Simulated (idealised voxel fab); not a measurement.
Module name: voxel wiring stack (process module)
Section shown: cut. Width: 250 nm. Cell size: 5 nm, square.
Throughout this document, each cross-section is represented as a grid of square cells and is presented as a sequence of bands enumerated from the top downward, where a band comprises one or more rows of cells. Within each band entry, the heights of the top and of the bottom of the band appear first, in that order and in nm; the materials of the band then follow from left to right, each with its corresponding width in nm. The designation "edge to edge" on a single material indicates that it fills the band from edge to edge; the designation "empty" indicates empty space. Basically, 0 is our baseline, since under it the wafer straight out of the box is all one material. The bottom band has no lower end and keeps on going down, so it looks like "top 0, no bottom". Quick explanation for "30..40": the width changes in equal steps down the rows of cells, from the first number in the band's top row to the second number in its bottom row. "remains unaltered" for a step: no cell of the cross-section changed in that step. Any empty space of 8 cells or more lacking an open way to the top shows up in "Enclosed void inventory" as width x height at distance, distance from the left edge, in nm. If you see something after the settings on a step's line, that's the simulator's own remark about that step. overlay nm: for a step with a mask, the amount by which the mask lay right of where it was planned; a negative amount means left of it.
-- Process steps (planned)
1. RECEIVE: material Si
2. CONFORMAL_DEP: material SiO2, thk nm 15
3. CONFORMAL_DEP: material SiN, thk nm 5
4. DIRECTIONAL_DEP: material lowk, thk nm 25
5. MASKED_ETCH: tone open, mask id METAL_1, width nm 30, pitch nm 50, etch materials lowk, depth nm 25, overlay nm 0
6. MASKED_ETCH: tone open, mask id METAL_1, width nm 30, pitch nm 50, etch materials SiN, depth nm 5, overlay nm 0
7. CONFORMAL_DEP: material TiN, thk nm 5
8. FILL_DEP: material Cu, thk nm 10
9. CMP: height nm 45
10. CONFORMAL_DEP: material SiCN, thk nm 5
11. DIRECTIONAL_DEP: material lowk, thk nm 15
12. DIRECTIONAL_DEP: material aC, thk nm 15
13. PATTERN: tone open, mask id PLUG_1, material resist, width nm 15, pitch nm 50, thk nm 30, overlay nm 0
14. DIRECTIONAL_ETCH: etch materials aC, depth nm 15
15. STRIP: etch materials resist
16. DIRECTIONAL_ETCH: etch materials lowk, depth nm 15
17. DIRECTIONAL_ETCH: etch materials SiCN, depth nm 5
18. STRIP: etch materials aC
19. CONFORMAL_DEP: material TiN, thk nm 5
20. FILL_DEP: material W, thk nm 10
21. CMP: height nm 65
22. CONFORMAL_DEP: material SiCN, thk nm 5
23. DIRECTIONAL_DEP: material SiO2, thk nm 20
24. DIRECTIONAL_DEP: material aC, thk nm 15
25. PATTERN: tone open, mask id METAL_2, material resist, width nm 30, pitch nm 50, thk nm 35, overlay nm 0
26. DIRECTIONAL_ETCH: etch materials aC, depth nm 15
27. STRIP: etch materials resist
28. DIRECTIONAL_ETCH: etch materials SiO2, depth nm 20
29. DIRECTIONAL_ETCH: etch materials SiCN, depth nm 5
30. STRIP: etch materials aC
31. CONFORMAL_DEP: material TiN, thk nm 5
32. FILL_DEP: material Cu, thk nm 5
33. CMP: height nm 90
34. CONFORMAL_DEP: material SiCN, thk nm 5
35. DIRECTIONAL_DEP: material lowk, thk nm 10
36. DIRECTIONAL_DEP: material aC, thk nm 10
37. PATTERN: tone open, mask id PLUG_2, material resist, width nm 15, pitch nm 50, thk nm 25, overlay nm 0
38. DIRECTIONAL_ETCH: etch materials aC, depth nm 10
39. STRIP: etch materials resist
40. DIRECTIONAL_ETCH: etch materials lowk, depth nm 10
41. DIRECTIONAL_ETCH: etch materials SiCN, depth nm 5
42. STRIP: etch materials aC
43. EPI: material Ru, thk nm 10
44. EPI: material Ru, thk nm 5
45. CONFORMAL_DEP: material SiN, thk nm 5
46. DIRECTIONAL_DEP: material SiO2, thk nm 15
47. DIRECTIONAL_DEP: material aC, thk nm 15
48. PATTERN: tone open, mask id METAL_3, material resist, width nm 30, pitch nm 50, thk nm 35, overlay nm 0
49. DIRECTIONAL_ETCH: etch materials aC, depth nm 15
50. STRIP: etch materials resist
51. DIRECTIONAL_ETCH: etch materials SiO2, depth nm 15
52. DIRECTIONAL_ETCH: etch materials SiN, depth nm 5
53. STRIP: etch materials aC
54. CONFORMAL_DEP: material TiN, thk nm 5
55. FILL_DEP: material Cu, thk nm 5
56. CMP: height nm 125
57. EPI: material Ru, thk nm 5
58. FILL_DEP: material SiCN, thk nm 5
-- as received, after step 1
    top 0, no bottom = Si edge to edge
    Enclosed void inventory: none
-- Cross-section, first of two wafers, end of module, run as planned
    top 135, bottom 130 = SiCN edge to edge
    top 130, bottom 125 = 30 nm SiCN, 40 nm Ru, 10 nm SiCN, 40 nm Ru, 10 nm SiCN, 40 nm Ru, 10 nm SiCN, 40 nm Ru, 30 nm SiCN
    top 125, bottom 110 = 35 nm SiO2, 5 nm TiN, 20 nm Cu, 5 nm TiN, 20 nm SiO2, 5 nm TiN, 20 nm Cu, 5 nm TiN, 20 nm SiO2, 5 nm TiN, 20 nm Cu, 5 nm TiN, 20 nm SiO2, 5 nm TiN, 20 nm Cu, 5 nm TiN, 35 nm SiO2
    top 110, bottom 105 = 35 nm SiN, 30 nm TiN, 20 nm SiN, 30 nm TiN, 20 nm SiN, 30 nm TiN, 20 nm SiN, 30 nm TiN, 35 nm SiN
    top 105, bottom 95 = 35 nm lowk, 15 nm Ru, 35 nm lowk, 15 nm Ru, 35 nm lowk, 15 nm Ru, 35 nm lowk, 15 nm Ru, 50 nm lowk
    top 95, bottom 90 = 35 nm SiCN, 15 nm Ru, 35 nm SiCN, 15 nm Ru, 35 nm SiCN, 15 nm Ru, 35 nm SiCN, 15 nm Ru, 50 nm SiCN
    top 90, bottom 70 = 35 nm SiO2, 5 nm TiN, 20 nm Cu, 5 nm TiN, 20 nm SiO2, 5 nm TiN, 20 nm Cu, 5 nm TiN, 20 nm SiO2, 5 nm TiN, 20 nm Cu, 5 nm TiN, 20 nm SiO2, 5 nm TiN, 20 nm Cu, 5 nm TiN, 35 nm SiO2
    top 70, bottom 65 = 35 nm SiCN, 30 nm TiN, 20 nm SiCN, 30 nm TiN, 20 nm SiCN, 30 nm TiN, 20 nm SiCN, 30 nm TiN, 35 nm SiCN
    top 65, bottom 50 = 35 nm lowk, 5 nm TiN, 5 nm W, 5 nm TiN, 35 nm lowk, 5 nm TiN, 5 nm W, 5 nm TiN, 35 nm lowk, 5 nm TiN, 5 nm W, 5 nm TiN, 35 nm lowk, 5 nm TiN, 5 nm W, 5 nm TiN, 50 nm lowk
    top 50, bottom 45 = 35 nm SiCN, 15 nm TiN, 35 nm SiCN, 15 nm TiN, 35 nm SiCN, 15 nm TiN, 35 nm SiCN, 15 nm TiN, 50 nm SiCN
    top 45, bottom 20 = 35 nm lowk, 5 nm TiN, 20 nm Cu, 5 nm TiN, 20 nm lowk, 5 nm TiN, 20 nm Cu, 5 nm TiN, 20 nm lowk, 5 nm TiN, 20 nm Cu, 5 nm TiN, 20 nm lowk, 5 nm TiN, 20 nm Cu, 5 nm TiN, 35 nm lowk
    top 20, bottom 15 = 35 nm SiN, 30 nm TiN, 20 nm SiN, 30 nm TiN, 20 nm SiN, 30 nm TiN, 20 nm SiN, 30 nm TiN, 35 nm SiN
    top 15, bottom 0 = SiO2 edge to edge
    top 0, no bottom = Si edge to edge
    Enclosed void inventory: none
-- What the second wafer looks like in cross-section once the module is done. Its start and its plan matched the first wafer's exactly; what differed was one mistake in how it was run
    top 135, bottom 130 = SiCN edge to edge
    top 130, bottom 125 = 30 nm SiCN, 40 nm Ru, 10 nm SiCN, 40 nm Ru, 10 nm SiCN, 40 nm Ru, 10 nm SiCN, 40 nm Ru, 30 nm SiCN
    top 125, bottom 110 = 35 nm SiO2, 5 nm TiN, 20 nm Cu, 5 nm TiN, 20 nm SiO2, 5 nm TiN, 20 nm Cu, 5 nm TiN, 20 nm SiO2, 5 nm TiN, 20 nm Cu, 5 nm TiN, 20 nm SiO2, 5 nm TiN, 20 nm Cu, 5 nm TiN, 35 nm SiO2
    top 110, bottom 105 = 35 nm SiN, 30 nm TiN, 20 nm SiN, 30 nm TiN, 20 nm SiN, 30 nm TiN, 20 nm SiN, 30 nm TiN, 35 nm SiN
    top 105, bottom 95 = 35 nm lowk, 15 nm Ru, 35 nm lowk, 15 nm Ru, 35 nm lowk, 15 nm Ru, 35 nm lowk, 15 nm Ru, 50 nm lowk
    top 95, bottom 90 = 35 nm SiCN, 15 nm Ru, 35 nm SiCN, 15 nm Ru, 35 nm SiCN, 15 nm Ru, 35 nm SiCN, 15 nm Ru, 50 nm SiCN
    top 90, bottom 70 = 35 nm SiO2, 5 nm TiN, 20 nm Cu, 5 nm TiN, 20 nm SiO2, 5 nm TiN, 20 nm Cu, 5 nm TiN, 20 nm SiO2, 5 nm TiN, 20 nm Cu, 5 nm TiN, 20 nm SiO2, 5 nm TiN, 20 nm Cu, 5 nm TiN, 35 nm SiO2
    top 70, bottom 65 = 35 nm SiCN, 30 nm TiN, 20 nm SiCN, 30 nm TiN, 20 nm SiCN, 30 nm TiN, 20 nm SiCN, 30 nm TiN, 35 nm SiCN
    top 65, bottom 60 = W edge to edge
    top 60, bottom 55 = 40 nm TiN, 5 nm W, 45 nm TiN, 5 nm W, 45 nm TiN, 5 nm W, 45 nm TiN, 5 nm W, 55 nm TiN
    top 55, bottom 40 = 35 nm lowk, 5 nm TiN, 5 nm W, 5 nm TiN, 35 nm lowk, 5 nm TiN, 5 nm W, 5 nm TiN, 35 nm lowk, 5 nm TiN, 5 nm W, 5 nm TiN, 35 nm lowk, 5 nm TiN, 5 nm W, 5 nm TiN, 50 nm lowk
    top 40, bottom 35 = 35 nm SiCN, 15 nm TiN, 35 nm SiCN, 15 nm TiN, 35 nm SiCN, 15 nm TiN, 35 nm SiCN, 15 nm TiN, 50 nm SiCN
    top 35, bottom 20 = 35 nm lowk, 5 nm TiN, 20 nm Cu, 5 nm TiN, 20 nm lowk, 5 nm TiN, 20 nm Cu, 5 nm TiN, 20 nm lowk, 5 nm TiN, 20 nm Cu, 5 nm TiN, 20 nm lowk, 5 nm TiN, 20 nm Cu, 5 nm TiN, 35 nm lowk
    top 20, bottom 15 = 35 nm SiN, 30 nm TiN, 20 nm SiN, 30 nm TiN, 20 nm SiN, 30 nm TiN, 20 nm SiN, 30 nm TiN, 35 nm SiN
    top 15, bottom 0 = SiO2 edge to edge
    top 0, no bottom = Si edge to edge
    Enclosed void inventory: none
what went wrong: the process deviated at step 9: the operation and settings actually run there were CMP: height nm 35
Final cells, second wafer relative to first, materials higher or lower: Cu: 32 fewer, TiN: 30 more, W: 54 more, lowk: 52 fewer
